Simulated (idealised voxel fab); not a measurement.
Module name: voxel self aligned vias (process module)
In the cross-section labelled cut, the width is 280 nm and each square cell is 5 nm.
Reading order for cross-sections: top band down to bottom band. Underlying form: a grid of square cells. Band size: one or more rows of cells.
It is stipulated that each band's entry specify, in nanometres, the height of the top of the band and then that of its bottom, followed by the materials of the band in left-to-right sequence, each together with its width in nanometres. A single material marked by the word "full width" is understood to fill the band from edge to edge; the word "blank" is understood to denote empty space.
Height 0 is the level under which the wafer as received is all one material. The lowest band goes on downwards, as in "z 0 and below".
Note: "30 to 40" means the width goes from the first number (top row of the band) to the second number (bottom row) in equal steps per row of cells.
When a step is marked "all unchanged", none of the cells in the cross-section changed during that step.
For the entry "Enclosed void listing", the listed items are empty spaces with no open way to the top whose size is 8 cells or more; each item follows the pattern width x height at distance, where distance is from the left edge and all three are in nm.
Anything after a step's settings on that line? It's the simulator's own note about the step.
overlay nm: mask offset rightward from planned place, masked step; negative means leftward offset.

Here's what the planned process steps look like
1,RECEIVE [material Si]
2,CONFORMAL_DEP [material SiO2] [thk nm 15]
3,CONFORMAL_DEP [material SiCN] [thk nm 5]
4,DIRECTIONAL_DEP [material SiO2] [thk nm 30]
5,MASKED_ETCH [tone open] [mask id LINES] [width nm 30] [pitch nm 65] [etch materials SiO2] [depth nm 30] [overlay nm 0]
6,CONFORMAL_DEP [material TiN] [thk nm 5]
7,FILL_DEP [material Ru] [thk nm 5]
8,CMP [height nm 50]
9,SELECTIVE_ETCH [etch materials W Ru TiN] [depth nm 5]
10,FILL_DEP [material SiN] [thk nm 5]
11,CMP [height nm 50]
12,DIRECTIONAL_DEP [material SiO2] [thk nm 15]
13,MASKED_ETCH [tone open] [mask id VIAS] [width nm 40] [pitch nm 130] [etch materials SiO2] [depth nm 15] [overlay nm 0]
14,MASKED_ETCH [tone open] [mask id VIAS] [width nm 40] [pitch nm 130] [etch materials SiN] [depth nm 5] [overlay nm 0]
15,CONFORMAL_DEP [material TiN] [thk nm 5]
16,FILL_DEP [material Ru] [thk nm 5]
17,CMP [height nm 65]
18,CONFORMAL_DEP [material SiN] [thk nm 5]

As-received wafer cross-section (after step 1)
    z 0 and below  Si full width
    Enclosed void listing: none

First wafer of two, sectioned at end of module; run went per plan
    z 70 to 65  SiN full width
    z 65 to 55  55 SiO2 / 5 TiN / 30 Ru / 5 TiN / 90 SiO2 / 5 TiN / 30 Ru / 5 TiN / 55 SiO2
    z 55 to 50  55 SiO2 / 10 TiN / 20 Ru / 10 TiN / 90 SiO2 / 10 TiN / 20 Ru / 10 TiN / 55 SiO2
    z 50 to 45  60 SiO2 / 30 TiN / 35 SiO2 / 30 SiN / 35 SiO2 / 30 TiN / 60 SiO2
    z 45 to 25  60 SiO2 / 5 TiN / 20 Ru / 5 TiN / 35 SiO2 / 5 TiN / 20 Ru / 5 TiN / 35 SiO2 / 5 TiN / 20 Ru / 5 TiN / 60 SiO2
    z 25 to 20  60 SiO2 / 30 TiN / 35 SiO2 / 30 TiN / 35 SiO2 / 30 TiN / 60 SiO2
    z 20 to 15  SiCN full width
    z 15 to 0  SiO2 full width
    z 0 and below  Si full width
    Enclosed void listing: none

Wafer two cross-section, module end. Start and plan unchanged from wafer one; one mistake made during the run
    z 70 to 65  SiN full width
    z 65 to 55  55 SiO2 / 5 TiN / 30 Ru / 5 TiN / 90 SiO2 / 5 TiN / 30 Ru / 5 TiN / 55 SiO2
    z 55 to 50  55 SiO2 / 10 TiN / 20 Ru / 10 TiN / 90 SiO2 / 10 TiN / 20 Ru / 10 TiN / 55 SiO2
    z 50 to 45  60 SiO2 / 30 TiN / 35 SiO2 / 30 SiN / 35 SiO2 / 30 TiN / 60 SiO2
    z 45 to 25  60 SiO2 / 5 TiN / 20 Ru / 5 TiN / 35 SiO2 / 5 TiN / 20 Ru / 5 TiN / 35 SiO2 / 5 TiN / 20 Ru / 5 TiN / 60 SiO2
    z 25 to 20  60 SiO2 / 30 TiN / 35 SiO2 / 30 TiN / 35 SiO2 / 30 TiN / 60 SiO2
    z 20 to 0  SiCN full width
    z 0 and below  Si full width
    Enclosed void listing: none
It is concluded that the wafer was processed incorrectly with respect to the plan, in that step 2 did not use the planned setting and instead ran as CONFORMAL_DEP [material SiCN] [thk nm 15]
Count the cells at the end and the second wafer has more or fewer of some materials than the first: +168 SiCN | -168 SiO2
